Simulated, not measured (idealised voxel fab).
process module | voxel self aligned vias
For reference, the cross-section in this document is cut, with width 185 nm and square cells of 5 nm.
Cross-section spec: square-cell grid; bands listed top down; each band is one or more rows.
Top height, bottom height, nm. Materials left to right, width each, nm. Single material + "edge to edge" = fills band edge to edge. "empty" = empty.
Note: height 0 marks the level under which the wafer is uniformly one material as received. Lowest band unbounded below, written "0 nm and below".
A two-number width, for instance "30..40", indicates that the width is equal to the first number in the top row of the band and to the second number in the bottom row, and that it changes by a constant amount per row of cells.
"no alterations made" -> step changed no cross-section cell.
"closed voids" contains a list of empty spaces, each no smaller than 8 cells and without an open way to the top, written in the form width x height at distance with the distance from the left edge and all three in nm.
Post-settings text on a step line: simulator's own remark regarding the step.
overlay nm: for a step with a mask, the amount by which the mask lay right of where it was planned; a negative amount means left of it.

[Process steps (planned)]
- 1: RECEIVE,material Si
- 2: CONFORMAL_DEP,material SiO2,thk nm 10
- 3: CONFORMAL_DEP,material SiCN,thk nm 5
- 4: DIRECTIONAL_DEP,material SiO2,thk nm 30
- 5: DIRECTIONAL_DEP,material aC,thk nm 10
- 6: PATTERN,tone open,mask id LINES,material resist,width nm 20,pitch nm 70,thk nm 30,overlay nm 0
- 7: DIRECTIONAL_ETCH,etch materials aC,depth nm 10
- 8: STRIP,etch materials resist
- 9: DIRECTIONAL_ETCH,etch materials SiO2,depth nm 30
- 10: STRIP,etch materials aC
- 11: CONFORMAL_DEP,material TiN,thk nm 5
- 12: FILL_DEP,material W,thk nm 10
- 13: CMP,height nm 45
- 14: SELECTIVE_ETCH,etch materials W Ru TiN,depth nm 10
- 15: FILL_DEP,material SiN,thk nm 10
- 16: CMP,height nm 45
- 17: DIRECTIONAL_DEP,material SiO2,thk nm 20
- 18: MASKED_ETCH,tone open,mask id VIAS,width nm 40,pitch nm 70,etch materials SiO2,depth nm 20,overlay nm 0
- 19: MASKED_ETCH,tone open,mask id VIAS,width nm 40,pitch nm 70,etch materials SiN,depth nm 10,overlay nm 0
- 20: CONFORMAL_DEP,material TiN,thk nm 5
- 21: FILL_DEP,material Cu,thk nm 10
- 22: CMP,height nm 65
- 23: CONFORMAL_DEP,material SiCN,thk nm 5

[The first of a set of two wafers, run to plan]

[Cross-section, incoming material, after step 1]
* 0 nm and below: Si edge to edge
* closed voids: none

[Cross-section of the wafer subsequent to step 2]
* 10 nm to 0 nm: SiO2 edge to edge
* Lower than 0, everything is as it was.

[Cross-section of the wafer subsequent to step 3]
* 15 nm to 10 nm: SiCN edge to edge
* Lower than 10, everything is as it was.

[Cross-section of the wafer subsequent to step 4]
* 45 nm to 15 nm: SiO2 edge to edge
* Lower than 15, everything is as it was.

[Cross-section of the wafer subsequent to step 5]
* 55 nm to 45 nm: aC edge to edge
* Lower than 45, everything is as it was.

[Cross-section of the wafer subsequent to step 6]
* 85 nm to 55 nm: 45 of resist | 20 of empty | 50 of resist | 20 of empty | 50 of resist
* Lower than 55, everything is as it was.

[Cross-section of the wafer subsequent to step 7]
* 75 nm to 55 nm: 45 of resist | 20 of empty | 50 of resist | 20 of empty | 50 of resist
* 55 nm to 45 nm: 45 of aC | 20 of empty | 50 of aC | 20 of empty | 50 of aC
* Lower than 45, everything is as it was.

[Cross-section of the wafer subsequent to step 8]
* 55 nm to 45 nm: 45 of aC | 20 of empty | 50 of aC | 20 of empty | 50 of aC
* Lower than 45, everything is as it was.

[Cross-section of the wafer subsequent to step 9]
* 55 nm to 45 nm: 45 of aC | 20 of empty | 50 of aC | 20 of empty | 50 of aC
* 45 nm to 15 nm: 45 of SiO2 | 20 of empty | 50 of SiO2 | 20 of empty | 50 of SiO2
* Lower than 15, everything is as it was.

[Cross-section of the wafer subsequent to step 10]
* 45 nm to 15 nm: 45 of SiO2 | 20 of empty | 50 of SiO2 | 20 of empty | 50 of SiO2
* Lower than 15, everything is as it was.

[Cross-section of the wafer subsequent to step 11]
* 50 nm to 45 nm: 50 of TiN | 10 of empty | 60 of TiN | 10 of empty | 55 of TiN
* 45 nm to 20 nm: 45 of SiO2 | 5 of TiN | 10 of empty | 5 of TiN | 50 of SiO2 | 5 of TiN | 10 of empty | 5 of TiN | 50 of SiO2
* 20 nm to 15 nm: 45 of SiO2 | 20 of TiN | 50 of SiO2 | 20 of TiN | 50 of SiO2
* Lower than 15, everything is as it was.

[Cross-section of the wafer subsequent to step 12]
* 60 nm to 50 nm: W edge to edge
* 50 nm to 45 nm: 50 of TiN | 10 of W | 60 of TiN | 10 of W | 55 of TiN
* 45 nm to 20 nm: 45 of SiO2 | 5 of TiN | 10 of W | 5 of TiN | 50 of SiO2 | 5 of TiN | 10 of W | 5 of TiN | 50 of SiO2
* Lower than 20, everything is as it was.

[Cross-section of the wafer subsequent to step 13]
* 45 nm to 20 nm: 45 of SiO2 | 5 of TiN | 10 of W | 5 of TiN | 50 of SiO2 | 5 of TiN | 10 of W | 5 of TiN | 50 of SiO2
* Lower than 20, everything is as it was.

[Cross-section of the wafer subsequent to step 14]
* 45 nm to 35 nm: 45 of SiO2 | 20 of empty | 50 of SiO2 | 20 of empty | 50 of SiO2
* Lower than 35, everything is as it was.

[Cross-section of the wafer subsequent to step 15]
* 55 nm to 45 nm: SiN edge to edge
* 45 nm to 35 nm: 45 of SiO2 | 20 of SiN | 50 of SiO2 | 20 of SiN | 50 of SiO2
* Lower than 35, everything is as it was.

[Cross-section of the wafer subsequent to step 16]
* 45 nm to 35 nm: 45 of SiO2 | 20 of SiN | 50 of SiO2 | 20 of SiN | 50 of SiO2
* Lower than 35, everything is as it was.

[Cross-section of the wafer subsequent to step 17]
* 65 nm to 45 nm: SiO2 edge to edge
* Lower than 45, everything is as it was.

[Cross-section of the wafer subsequent to step 18]
* 65 nm to 45 nm: 35 of SiO2 | 40 of empty | 30 of SiO2 | 40 of empty | 40 of SiO2
* Lower than 45, everything is as it was.

[Cross-section of the wafer subsequent to step 19]
* 65 nm to 45 nm: 35 of SiO2 | 40 of empty | 30 of SiO2 | 40 of empty | 40 of SiO2
* 45 nm to 35 nm: 45 of SiO2 | 20 of empty | 50 of SiO2 | 20 of empty | 50 of SiO2
* Lower than 35, everything is as it was.

[Cross-section of the wafer subsequent to step 20]
* 70 nm to 65 nm: 40 of TiN | 30 of empty | 40 of TiN | 30 of empty | 45 of TiN
* 65 nm to 50 nm: 35 of SiO2 | 5 of TiN | 30 of empty | 5 of TiN | 30 of SiO2 | 5 of TiN | 30 of empty | 5 of TiN | 40 of SiO2
* 50 nm to 40 nm: 35..45 of SiO2 | 15..5 of TiN | 10 of empty | 15..5 of TiN | 30..50 of SiO2 | 15..5 of TiN | 10 of empty | 15..5 of TiN | 40..50 of SiO2
* 40 nm to 35 nm: 45 of SiO2 | 20 of TiN | 50 of SiO2 | 20 of TiN | 50 of SiO2
* Lower than 35, everything is as it was.

[Cross-section of the wafer subsequent to step 21]
* 80 nm to 70 nm: Cu edge to edge
* 70 nm to 65 nm: 40 of TiN | 30 of Cu | 40 of TiN | 30 of Cu | 45 of TiN
* 65 nm to 50 nm: 35 of SiO2 | 5 of TiN | 30 of Cu | 5 of TiN | 30 of SiO2 | 5 of TiN | 30 of Cu | 5 of TiN | 40 of SiO2
* 50 nm to 40 nm: 35..45 of SiO2 | 15..5 of TiN | 10 of Cu | 15..5 of TiN | 30..50 of SiO2 | 15..5 of TiN | 10 of Cu | 15..5 of TiN | 40..50 of SiO2
* Lower than 40, everything is as it was.

[Cross-section of the wafer subsequent to step 22]
* 65 nm to 50 nm: 35 of SiO2 | 5 of TiN | 30 of Cu | 5 of TiN | 30 of SiO2 | 5 of TiN | 30 of Cu | 5 of TiN | 40 of SiO2
* Lower than 50, everything is as it was.

[Cross-section of the wafer subsequent to step 23]
* 70 nm to 65 nm: SiCN edge to edge
* Lower than 65, everything is as it was.

[Second wafer: same start and same plan as the first, one execution error; identical to the first through step 5]

[Cross-section of the second wafer at the time by which step 6 should have been completed according to the plan]
* 85 nm to 55 nm: 55 of resist | 20 of empty | 50 of resist | 20 of empty | 40 of resist
* Lower than 55, everything is as it was.

[Cross-section of the second wafer at the time by which step 7 should have been completed according to the plan]
* 75 nm to 55 nm: 55 of resist | 20 of empty | 50 of resist | 20 of empty | 40 of resist
* 55 nm to 45 nm: 55 of aC | 20 of empty | 50 of aC | 20 of empty | 40 of aC
* Lower than 45, everything is as it was.

[Cross-section of the second wafer at the time by which step 8 should have been completed according to the plan]
* 55 nm to 45 nm: 55 of aC | 20 of empty | 50 of aC | 20 of empty | 40 of aC
* Lower than 45, everything is as it was.

[Cross-section of the second wafer at the time by which step 9 should have been completed according to the plan]
* 55 nm to 45 nm: 55 of aC | 20 of empty | 50 of aC | 20 of empty | 40 of aC
* 45 nm to 15 nm: 55 of SiO2 | 20 of empty | 50 of SiO2 | 20 of empty | 40 of SiO2
* Lower than 15, everything is as it was.

[Cross-section of the second wafer at the time by which step 10 should have been completed according to the plan]
* 45 nm to 15 nm: 55 of SiO2 | 20 of empty | 50 of SiO2 | 20 of empty | 40 of SiO2
* Lower than 15, everything is as it was.

[Cross-section of the second wafer at the time by which step 11 should have been completed according to the plan]
* 50 nm to 45 nm: 60 of TiN | 10 of empty | 60 of TiN | 10 of empty | 45 of TiN
* 45 nm to 20 nm: 55 of SiO2 | 5 of TiN | 10 of empty | 5 of TiN | 50 of SiO2 | 5 of TiN | 10 of empty | 5 of TiN | 40 of SiO2
* 20 nm to 15 nm: 55 of SiO2 | 20 of TiN | 50 of SiO2 | 20 of TiN | 40 of SiO2
* Lower than 15, everything is as it was.

[Cross-section of the second wafer at the time by which step 12 should have been completed according to the plan]
* 60 nm to 50 nm: W edge to edge
* 50 nm to 45 nm: 60 of TiN | 10 of W | 60 of TiN | 10 of W | 45 of TiN
* 45 nm to 20 nm: 55 of SiO2 | 5 of TiN | 10 of W | 5 of TiN | 50 of SiO2 | 5 of TiN | 10 of W | 5 of TiN | 40 of SiO2
* Lower than 20, everything is as it was.

[Cross-section of the second wafer at the time by which step 13 should have been completed according to the plan]
* 45 nm to 20 nm: 55 of SiO2 | 5 of TiN | 10 of W | 5 of TiN | 50 of SiO2 | 5 of TiN | 10 of W | 5 of TiN | 40 of SiO2
* Lower than 20, everything is as it was.

[Cross-section of the second wafer at the time by which step 14 should have been completed according to the plan]
* 45 nm to 35 nm: 55 of SiO2 | 20 of empty | 50 of SiO2 | 20 of empty | 40 of SiO2
* Lower than 35, everything is as it was.

[Cross-section of the second wafer at the time by which step 15 should have been completed according to the plan]
* 55 nm to 45 nm: SiN edge to edge
* 45 nm to 35 nm: 55 of SiO2 | 20 of SiN | 50 of SiO2 | 20 of SiN | 40 of SiO2
* Lower than 35, everything is as it was.

[Cross-section of the second wafer at the time by which step 16 should have been completed according to the plan]
* 45 nm to 35 nm: 55 of SiO2 | 20 of SiN | 50 of SiO2 | 20 of SiN | 40 of SiO2
* Lower than 35, everything is as it was.

[Cross-section of the second wafer at the time by which step 17 should have been completed according to the plan]
* 65 nm to 45 nm: SiO2 edge to edge
* Lower than 45, everything is as it was.

[Cross-section of the second wafer at the time by which step 18 should have been completed according to the plan]
* 65 nm to 45 nm: 35 of SiO2 | 40 of empty | 30 of SiO2 | 40 of empty | 40 of SiO2
* Lower than 45, everything is as it was.

[Cross-section of the second wafer at the time by which step 19 should have been completed according to the plan]
* 65 nm to 45 nm: 35 of SiO2 | 40 of empty | 30 of SiO2 | 40 of empty | 40 of SiO2
* 45 nm to 35 nm: 55 of SiO2 | 20 of empty | 50 of SiO2 | 20 of empty | 40 of SiO2
* Lower than 35, everything is as it was.

[Cross-section of the second wafer at the time by which step 20 should have been completed according to the plan]
* 70 nm to 65 nm: 40 of TiN | 30 of empty | 40 of TiN | 30 of empty | 45 of TiN
* 65 nm to 50 nm: 35 of SiO2 | 5 of TiN | 30 of empty | 5 of TiN | 30 of SiO2 | 5 of TiN | 30 of empty | 5 of TiN | 40 of SiO2
* 50 nm to 40 nm: 35..55 of SiO2 | 25..5 of TiN | 10 of empty | 5 of TiN | 30..50 of SiO2 | 25..5 of TiN | 10 of empty | 5 of TiN | 40 of SiO2
* 40 nm to 35 nm: 55 of SiO2 | 20 of TiN | 50 of SiO2 | 20 of TiN | 40 of SiO2
* Lower than 35, everything is as it was.

[Cross-section of the second wafer at the time by which step 21 should have been completed according to the plan]
* 80 nm to 70 nm: Cu edge to edge
* 70 nm to 65 nm: 40 of TiN | 30 of Cu | 40 of TiN | 30 of Cu | 45 of TiN
* 65 nm to 50 nm: 35 of SiO2 | 5 of TiN | 30 of Cu | 5 of TiN | 30 of SiO2 | 5 of TiN | 30 of Cu | 5 of TiN | 40 of SiO2
* 50 nm to 40 nm: 35..55 of SiO2 | 25..5 of TiN | 10 of Cu | 5 of TiN | 30..50 of SiO2 | 25..5 of TiN | 10 of Cu | 5 of TiN | 40 of SiO2
* Lower than 40, everything is as it was.

[Cross-section of the second wafer at the time by which step 22 should have been completed according to the plan]
* 65 nm to 50 nm: 35 of SiO2 | 5 of TiN | 30 of Cu | 5 of TiN | 30 of SiO2 | 5 of TiN | 30 of Cu | 5 of TiN | 40 of SiO2
* Lower than 50, everything is as it was.

[Cross-section of the second wafer at the time by which step 23 should have been completed according to the plan]
* 70 nm to 65 nm: SiCN edge to edge
* Lower than 65, everything is as it was.
what went wrong: it should be noted that step 6 was executed with settings other than those planned, the operation and settings actually applied being PATTERN,tone open,mask id LINES,material resist,width nm 20,pitch nm 70,thk nm 30,overlay nm 10
End check, second vs first wafer: material counts in cells match, positions do not.
